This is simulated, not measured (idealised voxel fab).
process module | voxel transistor to metal
cross-section cut | 280 nm wide | cells 5 nm
A cross-section is a grid of square cells, given in bands from the top down. A band is one or more rows of cells.
Each band's line starts with the height of the band's top and of its bottom, in nm. Then come its materials from left to right, each with its width in nm. One material with "throughout" fills the band from edge to edge. "air" is empty space.
Height 0 is the level under which the wafer as received is all one material. The lowest band goes on downwards, as in "0 down".
A width such as "30 to 40" changes by the same amount from each row of cells to the next, from the band's top row to its bottom row.
"no change" after a step means that no cell of the cross-section changed.
closed voids: empty space of 8 cells or more with no open way to the top, each as width x height at its distance from the left edge, in nm
after a step's settings: what the simulator itself notes on the step
overlay nm, on a step with a mask: how far to the right of its planned place the mask lay; to the left if negative
plan
1 op RECEIVE | material Si
2 op OXIDIZE | depth nm 5
3 op CONFORMAL_DEP | material SiN | thk nm 15
4 op MASKED_ETCH | tone cover | mask id ACTIVE | width nm 100 | pitch nm 130 | etch materials SiN | depth nm 15 | overlay nm 0
5 op MASKED_ETCH | tone cover | mask id ACTIVE | width nm 100 | pitch nm 130 | etch materials SiO2 | depth nm 5 | overlay nm 0
6 op MASKED_ETCH | tone cover | mask id ACTIVE | width nm 100 | pitch nm 130 | etch materials Si | depth nm 25 | overlay nm 0
7 op OXIDIZE | depth nm 5
8 op FILL_DEP | material SiO2 | thk nm 5
9 op CMP | height nm 15
10 op SELECTIVE_ETCH | etch materials SiO2 | depth nm 15
11 op STRIP | etch materials SiN
12 op SELECTIVE_ETCH | etch materials SiO2 | depth nm 5
13 op OXIDIZE | depth nm 5
14 op DIRECTIONAL_DEP | material polySi | thk nm 20
15 op DIRECTIONAL_DEP | material SiCN | thk nm 10
16 op MASKED_ETCH | tone cover | mask id GATE | width nm 20 | pitch nm 130 | etch materials SiCN | depth nm 20 | overlay nm 0
17 op MASKED_ETCH | tone cover | mask id GATE | width nm 20 | pitch nm 130 | etch materials polySi | depth nm 30 | overlay nm 0
18 op CONFORMAL_DEP | material SiN | thk nm 5
19 op DIRECTIONAL_ETCH | etch materials SiN | depth nm 5
20 op DIRECTIONAL_ETCH | etch materials SiO2 | depth nm 5
21 op EPI | material pSi | thk nm 5
22 op FILL_DEP | material SiO2 | thk nm 10
23 op CMP | height nm 25
24 op DIRECTIONAL_DEP | material SiO2 | thk nm 10
25 op DIRECTIONAL_DEP | material aC | thk nm 15
26 op PATTERN | tone open | mask id CONTACT | material resist | width nm 30 | thk nm 30 | overlay nm 0
27 op DIRECTIONAL_ETCH | etch materials aC | depth nm 15
28 op STRIP | etch materials resist
29 op DIRECTIONAL_ETCH | etch materials SiO2 | depth nm 40
30 op STRIP | etch materials aC
31 op CONFORMAL_DEP | material TiN | thk nm 5
32 op FILL_DEP | material W | thk nm 10
33 op CMP | height nm 35
34 op CONFORMAL_DEP | material SiN | thk nm 5
35 op DIRECTIONAL_DEP | material SiO2 | thk nm 15
36 op DIRECTIONAL_DEP | material aC | thk nm 10
37 op PATTERN | tone open | mask id METAL_1 | material resist | width nm 15 | thk nm 30 | overlay nm 0
38 op DIRECTIONAL_ETCH | etch materials aC | depth nm 10
39 op STRIP | etch materials resist
40 op DIRECTIONAL_ETCH | etch materials SiO2 | depth nm 15
41 op DIRECTIONAL_ETCH | etch materials SiN | depth nm 5
42 op STRIP | etch materials aC
43 op CONFORMAL_DEP | material TiN | thk nm 5
44 op FILL_DEP | material Cu | thk nm 10
45 op CMP | height nm 55
46 op CONFORMAL_DEP | material SiN | thk nm 5
as received, after step 1
  0 down: Si throughout
  closed voids: none
first wafer at the end, as planned
  60 to 55: SiN throughout
  55 to 40: SiO2 30 | TiN 5 | Cu 5 | TiN 5 | SiO2 60 | TiN 5 | Cu 5 | TiN 5 | SiO2 40 | TiN 5 | Cu 5 | TiN 5 | SiO2 60 | TiN 5 | Cu 5 | TiN 5 | SiO2 30
  40 to 35: SiN 30 | TiN 15 | SiN 60 | TiN 15 | SiN 40 | TiN 15 | SiN 60 | TiN 15 | SiN 30
  35 to 25: SiO2 30 | TiN 5 | W 20 | TiN 5 | SiO2 30 | TiN 5 | W 20 | TiN 5 | SiO2 40 | TiN 5 | W 20 | TiN 5 | SiO2 30 | TiN 5 | W 20 | TiN 5 | SiO2 30
  25 to 15: SiO2 30 | TiN 5 | W 20 | TiN 5 | SiN 5 | SiCN 20 | SiN 5 | TiN 5 | W 20 | TiN 5 | SiO2 40 | TiN 5 | W 20 | TiN 5 | SiN 5 | SiCN 20 | SiN 5 | TiN 5 | W 20 | TiN 5 | SiO2 30
  15 to 0: SiO2 30 | TiN 5 | W 20 | TiN 5 | SiN 5 | polySi 20 | SiN 5 | TiN 5 | W 20 | TiN 5 | SiO2 40 | TiN 5 | W 20 | TiN 5 | SiN 5 | polySi 20 | SiN 5 | TiN 5 | W 20 | TiN 5 | SiO2 30
  0 to -5: SiO2 30 | TiN 30 | SiN 5 | polySi 20 | SiN 5 | TiN 30 | SiO2 40 | TiN 30 | SiN 5 | polySi 20 | SiN 5 | TiN 30 | SiO2 30
  -5 to -10: SiO2 25 | pSi 35 | SiO2 30 | pSi 35 | SiO2 30 | pSi 35 | SiO2 30 | pSi 35 | SiO2 25
  -10 to -35: SiO2 30 | Si 90 | SiO2 40 | Si 90 | SiO2 30
  -35 down: Si throughout
  closed voids: none
second wafer at the end: like start, like plan, one mistake
  60 to 55: SiN throughout
  55 to 40: SiO2 30 | TiN 5 | Cu 5 | TiN 5 | SiO2 60 | TiN 5 | Cu 5 | TiN 5 | SiO2 40 | TiN 5 | Cu 5 | TiN 5 | SiO2 60 | TiN 5 | Cu 5 | TiN 5 | SiO2 30
  40 to 35: SiN 30 | TiN 15 | SiN 60 | TiN 15 | SiN 40 | TiN 15 | SiN 60 | TiN 15 | SiN 30
  35 to 30: W 25 | TiN 5 | SiO2 30 | TiN 5 | W 20 | TiN 5 | SiO2 30 | TiN 5 | W 30 | TiN 5 | SiO2 30 | TiN 5 | W 20 | TiN 5 | SiO2 30 | TiN 5 | W 25
  30 to 25: W 25 | TiN 5 | SiO2 30 | TiN 30 | SiO2 30 | TiN 5 | W 30 | TiN 5 | SiO2 30 | TiN 30 | SiO2 30 | TiN 5 | W 25
  25 to 15: W 25 | TiN 5 | SiO2 30 | SiN 5 | SiCN 20 | SiN 5 | SiO2 30 | TiN 5 | W 30 | TiN 5 | SiO2 30 | SiN 5 | SiCN 20 | SiN 5 | SiO2 30 | TiN 5 | W 25
  15 to 0: W 25 | TiN 5 | SiO2 30 | SiN 5 | polySi 20 | SiN 5 | SiO2 30 | TiN 5 | W 30 | TiN 5 | SiO2 30 | SiN 5 | polySi 20 | SiN 5 | SiO2 30 | TiN 5 | W 25
  0 to -5: TiN 30 | SiO2 30 | SiN 5 | polySi 20 | SiN 5 | SiO2 30 | TiN 40 | SiO2 30 | SiN 5 | polySi 20 | SiN 5 | SiO2 30 | TiN 30
  -5 to -10: SiO2 25 | pSi 35 | SiO2 30 | pSi 35 | SiO2 30 | pSi 35 | SiO2 30 | pSi 35 | SiO2 25
  -10 to -35: SiO2 30 | Si 90 | SiO2 40 | Si 90 | SiO2 30
  -35 down: Si throughout
  closed voids: none
what went wrong: step 26 ran as: op PATTERN | tone cover | mask id CONTACT | material resist | width nm 30 | thk nm 30 | overlay nm 0
at the end the second wafer has, in cells: 8 more of SiO2 | 16 fewer of TiN | 8 more of W
